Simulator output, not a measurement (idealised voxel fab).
process module | voxel fin reveal
cross-section cut | 285 nm wide | cells 5 nm
A cross-section is a grid of square cells, given in bands from the top down. A band is one or more rows of cells.
Each band's line starts with the height of the band's top and of its bottom, in nm. Then come its materials from left to right, each with its width in nm. One material with "throughout" fills the band from edge to edge. "air" is empty space.
Height 0 is the level under which the wafer as received is all one material. The lowest band goes on downwards, as in "0 down".
A width such as "30 to 40" changes by the same amount from each row of cells to the next, from the band's top row to its bottom row.
"no change" after a step means that no cell of the cross-section changed.
closed voids: empty space of 8 cells or more with no open way to the top, each as width x height at its distance from the left edge, in nm
after a step's settings: what the simulator itself notes on the step
overlay nm, on a step with a mask: how far to the right of its planned place the mask lay; to the left if negative
plan
1 op RECEIVE | material Si
2 op CONFORMAL_DEP | material SiN | thk nm 5
3 op DIRECTIONAL_DEP | material aC | thk nm 10
4 op PATTERN | tone cover | mask id FINS | material resist | width nm 15 | pitch nm 45 | thk nm 30 | overlay nm 0
5 op DIRECTIONAL_ETCH | etch materials aC | depth nm 10
6 op STRIP | etch materials resist
7 op DIRECTIONAL_ETCH | etch materials SiN | depth nm 5
8 op DIRECTIONAL_ETCH | etch materials Si | depth nm 40
9 op STRIP | etch materials aC
10 op FILL_DEP | material SiO2 | thk nm 15
11 op CMP | height nm 5
12 op SELECTIVE_ETCH | etch materials SiO2 | depth nm 20
13 op STRIP | etch materials SiN
14 op CONFORMAL_DEP | material SiO2 | thk nm 5
first wafer, as planned
as received, after step 1
  0 down: Si throughout
  closed voids: none
after step 2
  5 to 0: SiN throughout
  below 0: unchanged
after step 3
  15 to 5: aC throughout
  below 5: unchanged
after step 4
  45 to 15: air 90 | resist 15 | air 30 | resist 15 | air 30 | resist 15 | air 90
  below 15: unchanged
after step 5
  35 to 15: air 90 | resist 15 | air 30 | resist 15 | air 30 | resist 15 | air 90
  15 to 5: air 90 | aC 15 | air 30 | aC 15 | air 30 | aC 15 | air 90
  below 5: unchanged
after step 6
  15 to 5: air 90 | aC 15 | air 30 | aC 15 | air 30 | aC 15 | air 90
  below 5: unchanged
after step 7
  15 to 5: air 90 | aC 15 | air 30 | aC 15 | air 30 | aC 15 | air 90
  5 to 0: air 90 | SiN 15 | air 30 | SiN 15 | air 30 | SiN 15 | air 90
  below 0: unchanged
after step 8
  15 to 5: air 90 | aC 15 | air 30 | aC 15 | air 30 | aC 15 | air 90
  5 to 0: air 90 | SiN 15 | air 30 | SiN 15 | air 30 | SiN 15 | air 90
  0 to -40: air 90 | Si 15 | air 30 | Si 15 | air 30 | Si 15 | air 90
  below -40: unchanged
after step 9
  5 to 0: air 90 | SiN 15 | air 30 | SiN 15 | air 30 | SiN 15 | air 90
  below 0: unchanged
after step 10
  20 to 5: SiO2 throughout
  5 to 0: SiO2 90 | SiN 15 | SiO2 30 | SiN 15 | SiO2 30 | SiN 15 | SiO2 90
  0 to -40: SiO2 90 | Si 15 | SiO2 30 | Si 15 | SiO2 30 | Si 15 | SiO2 90
  below -40: unchanged
after step 11
  5 to 0: SiO2 90 | SiN 15 | SiO2 30 | SiN 15 | SiO2 30 | SiN 15 | SiO2 90
  below 0: unchanged
after step 12
  5 to 0: air 90 | SiN 15 | air 30 | SiN 15 | air 30 | SiN 15 | air 90
  0 to -15: air 90 | Si 15 | air 30 | Si 15 | air 30 | Si 15 | air 90
  below -15: unchanged
after step 13
  0 to -15: air 90 | Si 15 | air 30 | Si 15 | air 30 | Si 15 | air 90
  below -15: unchanged
after step 14
  5 to 0: air 85 | SiO2 25 | air 20 | SiO2 25 | air 20 | SiO2 25 | air 85
  0 to -10: air 85 | SiO2 5 | Si 15 | SiO2 5 | air 20 | SiO2 5 | Si 15 | SiO2 5 | air 20 | SiO2 5 | Si 15 | SiO2 5 | air 85
  -10 to -40: SiO2 90 | Si 15 | SiO2 30 | Si 15 | SiO2 30 | Si 15 | SiO2 90
  below -40: unchanged
second wafer: like start, like plan, one mistake. Through step 3 it matches the first wafer
when step 4 should have ended
  45 to 15: resist 90 | air 15 | resist 30 | air 15 | resist 30 | air 15 | resist 90
  below 15: unchanged
when step 5 should have ended
  35 to 15: resist 90 | air 15 | resist 30 | air 15 | resist 30 | air 15 | resist 90
  15 to 5: aC 90 | air 15 | aC 30 | air 15 | aC 30 | air 15 | aC 90
  below 5: unchanged
when step 6 should have ended
  15 to 5: aC 90 | air 15 | aC 30 | air 15 | aC 30 | air 15 | aC 90
  below 5: unchanged
when step 7 should have ended
  15 to 5: aC 90 | air 15 | aC 30 | air 15 | aC 30 | air 15 | aC 90
  5 to 0: SiN 90 | air 15 | SiN 30 | air 15 | SiN 30 | air 15 | SiN 90
  below 0: unchanged
when step 8 should have ended
  15 to 5: aC 90 | air 15 | aC 30 | air 15 | aC 30 | air 15 | aC 90
  5 to 0: SiN 90 | air 15 | SiN 30 | air 15 | SiN 30 | air 15 | SiN 90
  0 to -40: Si 90 | air 15 | Si 30 | air 15 | Si 30 | air 15 | Si 90
  below -40: unchanged
when step 9 should have ended
  5 to 0: SiN 90 | air 15 | SiN 30 | air 15 | SiN 30 | air 15 | SiN 90
  below 0: unchanged
when step 10 should have ended
  20 to 5: SiO2 throughout
  5 to 0: SiN 90 | SiO2 15 | SiN 30 | SiO2 15 | SiN 30 | SiO2 15 | SiN 90
  0 to -40: Si 90 | SiO2 15 | Si 30 | SiO2 15 | Si 30 | SiO2 15 | Si 90
  below -40: unchanged
when step 11 should have ended
  5 to 0: SiN 90 | SiO2 15 | SiN 30 | SiO2 15 | SiN 30 | SiO2 15 | SiN 90
  below 0: unchanged
when step 12 should have ended
  5 to 0: SiN 90 | air 15 | SiN 30 | air 15 | SiN 30 | air 15 | SiN 90
  0 to -15: Si 90 | air 15 | Si 30 | air 15 | Si 30 | air 15 | Si 90
  below -15: unchanged
when step 13 should have ended
  0 to -15: Si 90 | air 15 | Si 30 | air 15 | Si 30 | air 15 | Si 90
  below -15: unchanged
when step 14 should have ended
  5 to 0: SiO2 95 | air 5 | SiO2 40 | air 5 | SiO2 40 | air 5 | SiO2 95
  0 to -10: Si 90 | SiO2 5 | air 5 | SiO2 5 | Si 30 | SiO2 5 | air 5 | SiO2 5 | Si 30 | SiO2 5 | air 5 | SiO2 5 | Si 90
  -10 to -40: Si 90 | SiO2 15 | Si 30 | SiO2 15 | Si 30 | SiO2 15 | Si 90
  below -40: unchanged
what went wrong: step 4 ran as: op PATTERN | tone open | mask id FINS | material resist | width nm 15 | pitch nm 45 | thk nm 30 | overlay nm 0
at the end the second wafer has, in cells: 312 more of Si | 195 fewer of SiO2
